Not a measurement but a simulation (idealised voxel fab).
Process module, titled voxel released beams
Pictured: cross-section cut, 250 nm wide, on a grid of 5 nm square cells.
Format of a cross-section: grid, square cells. Given as bands. Order: top down. Band: one or more rows of cells. The entry gives the band's vertical extent as a top height and a bottom height in nm, then its horizontal make-up as materials from left to right, each with a width in nm. "empty" stands for empty space; a single material marked "all across" fills the band edge to edge. Heads up on the height convention: 0 is the point under which the incoming wafer is all one material, and the lowest band has no bottom, it just keeps going down, like "0 and below". A width such as "30..40" changes by the same amount from each row of cells to the next, from the band's top row to its bottom row. A step reported as "no modification" is a step in which no cell of the cross-section changed. Closed-off voids of 8+ cells (no open route to the top) go in "Enclosed empty spaces", written width x height at distance from the left edge, in nm. Step line, after settings: the simulator's comment on this step. overlay nm: for a step with a mask, the amount by which the mask lay right of where it was planned; a negative amount means left of it.
THIS SECTION LISTS THE PROCESS STEPS THAT WERE PLANNED
1: RECEIVE [material Si]
2: CONFORMAL_DEP [material Al2O3] [thk nm 10]
3: DIRECTIONAL_DEP [material SiO2] [thk nm 20]
4: DIRECTIONAL_DEP [material aC] [thk nm 15]
5: PATTERN [tone open] [mask id ANCHOR] [material resist] [width nm 25] [thk nm 30] [overlay nm 0]
6: DIRECTIONAL_ETCH [etch materials aC] [depth nm 15]
7: STRIP [etch materials resist]
8: DIRECTIONAL_ETCH [etch materials SiO2] [depth nm 20]
9: STRIP [etch materials aC]
10: CONFORMAL_DEP [material SiN] [thk nm 10]
11: PATTERN [tone cover] [mask id BEAM] [material resist] [width nm 70] [thk nm 15] [overlay nm 0]
12: DIRECTIONAL_ETCH [etch materials SiN] [depth nm 10]
13: STRIP [etch materials resist]
14: STRIP [etch materials SiO2]
THE CROSS-SECTION HERE SHOWS THE WAFER AS RECEIVED, I.E. IN ITS STATE AFTER STEP 1
	0 and below | Si all across
	Enclosed empty spaces: none
POST-MODULE CROSS-SECTION: IDENTICAL START AND PLAN TO THOSE ABOVE, ONE MISSTEP IN EXECUTION
	40 down to 30 | empty 90 | SiN 10 | empty 5 | SiN 55 | empty 90
	30 down to 20 | empty 90 | SiN 10 | empty 5 | SiN 10 | empty 135
	20 down to 10 | empty 90 | SiN 25 | empty 135
	10 down to 0 | Al2O3 all across
	0 and below | Si all across
	Enclosed empty spaces: none
Want to know what went wrong? step 11 was not run as planned; what actually ran was PATTERN [tone cover] [mask id BEAM] [material resist] [width nm 70] [thk nm 15] [overlay nm 5]
